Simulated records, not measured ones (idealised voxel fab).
The process module that follows is named voxel released beams.
The width of the displayed cross-section, cut, is 260 nm; its cells are square, with a size of 5 nm.
For the purposes of this document, a cross-section shall be understood as a grid of square cells, specified as bands listed in top-to-bottom order, each band consisting of one or more rows of cells.
First you get the band's top height and its bottom height, in nm, and then the materials it's made of, left to right, with each width in nm. If you see a single material with "all across", that one covers the band edge to edge. "blank" is empty space.
Height reference: 0 = level under which incoming wafer is all one material. Lowest band: no bottom, runs on downward, e.g. "top 0, no bottom".
Quick explanation for "30->40": the width changes in equal steps down the rows of cells, from the first number in the band's top row to the second number in its bottom row.
"left unchanged" for a step: no cell of the cross-section changed in that step.
"Unvented voids" means: voids of 8 cells or more that are shut off from the top with no open way through. Written width x height at distance, distance from the left edge, in nm.
Text after the settings on a step's line: the simulator's own remark on that step.
overlay nm: step with mask; distance mask lay right of planned place; negative value = left of planned place.

So here's the lineup of process steps we planned
1. op RECEIVE | material Si
2. op CONFORMAL_DEP | material SiN | thk nm 5
3. op DIRECTIONAL_DEP | material SiO2 | thk nm 20
4. op DIRECTIONAL_DEP | material aC | thk nm 15
5. op PATTERN | tone open | mask id ANCHOR | material resist | width nm 25 | thk nm 30 | overlay nm 0
6. op DIRECTIONAL_ETCH | etch materials aC | depth nm 15
7. op STRIP | etch materials resist
8. op DIRECTIONAL_ETCH | etch materials SiO2 | depth nm 20
9. op STRIP | etch materials aC
10. op CONFORMAL_DEP | material W | thk nm 10
11. op PATTERN | tone cover | mask id BEAM | material resist | width nm 80 | thk nm 15 | overlay nm 0
12. op DIRECTIONAL_ETCH | etch materials W | depth nm 10
13. op STRIP | etch materials resist
14. op STRIP | etch materials SiO2

So, the first of our two wafers, run just as we planned it

Wafer cross-section on receipt, i.e. after step 1
> top 0, no bottom  Si all across
> Unvented voids: none

Cross-section of the wafer subsequent to step 2
> top 5, bottom 0  SiN all across
> For the remainder of the cross-section, below 0, there is no change.

Cross-section of the wafer subsequent to step 3
> top 25, bottom 5  SiO2 all across
> For the remainder of the cross-section, below 5, there is no change.

Cross-section of the wafer subsequent to step 4
> top 40, bottom 25  aC all across
> For the remainder of the cross-section, below 25, there is no change.

Cross-section of the wafer subsequent to step 5
> top 70, bottom 40  resist 90, then blank 25, then resist 145
> For the remainder of the cross-section, below 40, there is no change.

Cross-section of the wafer subsequent to step 6
> top 55, bottom 40  resist 90, then blank 25, then resist 145
> top 40, bottom 25  aC 90, then blank 25, then aC 145
> For the remainder of the cross-section, below 25, there is no change.

Cross-section of the wafer subsequent to step 7
> top 40, bottom 25  aC 90, then blank 25, then aC 145
> For the remainder of the cross-section, below 25, there is no change.

Cross-section of the wafer subsequent to step 8
> top 40, bottom 25  aC 90, then blank 25, then aC 145
> top 25, bottom 5  SiO2 90, then blank 25, then SiO2 145
> For the remainder of the cross-section, below 5, there is no change.

Cross-section of the wafer subsequent to step 9
> top 25, bottom 5  SiO2 90, then blank 25, then SiO2 145
> For the remainder of the cross-section, below 5, there is no change.

Cross-section of the wafer subsequent to step 10
> top 35, bottom 25  W 100, then blank 5, then W 155
> top 25, bottom 15  SiO2 90, then W 10, then blank 5, then W 10, then SiO2 145
> top 15, bottom 5  SiO2 90, then W 25, then SiO2 145
> For the remainder of the cross-section, below 5, there is no change.

Cross-section of the wafer subsequent to step 11
> top 50, bottom 35  blank 85, then resist 80, then blank 95
> top 35, bottom 25  W 100, then resist 5, then W 155
> top 25, bottom 15  SiO2 90, then W 10, then resist 5, then W 10, then SiO2 145
> For the remainder of the cross-section, below 15, there is no change.

Cross-section of the wafer subsequent to step 12
> top 50, bottom 35  blank 85, then resist 80, then blank 95
> top 35, bottom 25  blank 85, then W 15, then resist 5, then W 60, then blank 95
> For the remainder of the cross-section, below 25, there is no change.

Cross-section of the wafer subsequent to step 13
> top 35, bottom 25  blank 85, then W 15, then blank 5, then W 60, then blank 95
> top 25, bottom 15  SiO2 90, then W 10, then blank 5, then W 10, then SiO2 145
> For the remainder of the cross-section, below 15, there is no change.

Cross-section of the wafer subsequent to step 14
> top 35, bottom 25  blank 85, then W 15, then blank 5, then W 60, then blank 95
> top 25, bottom 15  blank 90, then W 10, then blank 5, then W 10, then blank 145
> top 15, bottom 5  blank 90, then W 25, then blank 145
> For the remainder of the cross-section, below 5, there is no change.

It is to be noted that the second wafer proceeded from the same initial state and according to the same plan as the first, although one mistake was committed in its execution; through step 1, inclusive, the two wafers share an identical history

Second wafer at the planned finish of step 2, seen in cross-section: left unchanged

Second wafer at the planned finish of step 3, seen in cross-section
> top 20, bottom 0  SiO2 all across
> For the remainder of the cross-section, below 0, there is no change.

Second wafer at the planned finish of step 4, seen in cross-section
> top 35, bottom 20  aC all across
> For the remainder of the cross-section, below 20, there is no change.

Second wafer at the planned finish of step 5, seen in cross-section
> top 65, bottom 35  resist 90, then blank 25, then resist 145
> For the remainder of the cross-section, below 35, there is no change.

Second wafer at the planned finish of step 6, seen in cross-section
> top 50, bottom 35  resist 90, then blank 25, then resist 145
> top 35, bottom 20  aC 90, then blank 25, then aC 145
> For the remainder of the cross-section, below 20, there is no change.

Second wafer at the planned finish of step 7, seen in cross-section
> top 35, bottom 20  aC 90, then blank 25, then aC 145
> For the remainder of the cross-section, below 20, there is no change.

Second wafer at the planned finish of step 8, seen in cross-section
> top 35, bottom 20  aC 90, then blank 25, then aC 145
> top 20, bottom 0  SiO2 90, then blank 25, then SiO2 145
> For the remainder of the cross-section, below 0, there is no change.

Second wafer at the planned finish of step 9, seen in cross-section
> top 20, bottom 0  SiO2 90, then blank 25, then SiO2 145
> For the remainder of the cross-section, below 0, there is no change.

Second wafer at the planned finish of step 10, seen in cross-section
> top 30, bottom 20  W 100, then blank 5, then W 155
> top 20, bottom 10  SiO2 90, then W 10, then blank 5, then W 10, then SiO2 145
> top 10, bottom 0  SiO2 90, then W 25, then SiO2 145
> For the remainder of the cross-section, below 0, there is no change.

Second wafer at the planned finish of step 11, seen in cross-section
> top 45, bottom 30  blank 85, then resist 80, then blank 95
> top 30, bottom 20  W 100, then resist 5, then W 155
> top 20, bottom 10  SiO2 90, then W 10, then resist 5, then W 10, then SiO2 145
> For the remainder of the cross-section, below 10, there is no change.

Second wafer at the planned finish of step 12, seen in cross-section
> top 45, bottom 30  blank 85, then resist 80, then blank 95
> top 30, bottom 20  blank 85, then W 15, then resist 5, then W 60, then blank 95
> For the remainder of the cross-section, below 20, there is no change.

Second wafer at the planned finish of step 13, seen in cross-section
> top 30, bottom 20  blank 85, then W 15, then blank 5, then W 60, then blank 95
> top 20, bottom 10  SiO2 90, then W 10, then blank 5, then W 10, then SiO2 145
> For the remainder of the cross-section, below 10, there is no change.

Second wafer at the planned finish of step 14, seen in cross-section
> top 30, bottom 20  blank 85, then W 15, then blank 5, then W 60, then blank 95
> top 20, bottom 10  blank 90, then W 10, then blank 5, then W 10, then blank 145
> top 10, bottom 0  blank 90, then W 25, then blank 145
> For the remainder of the cross-section, below 0, there is no change.
Misprocessing identified: step 2 was left out
Final tally in cells, some materials are higher or lower on the second wafer than on the first: -52 SiN
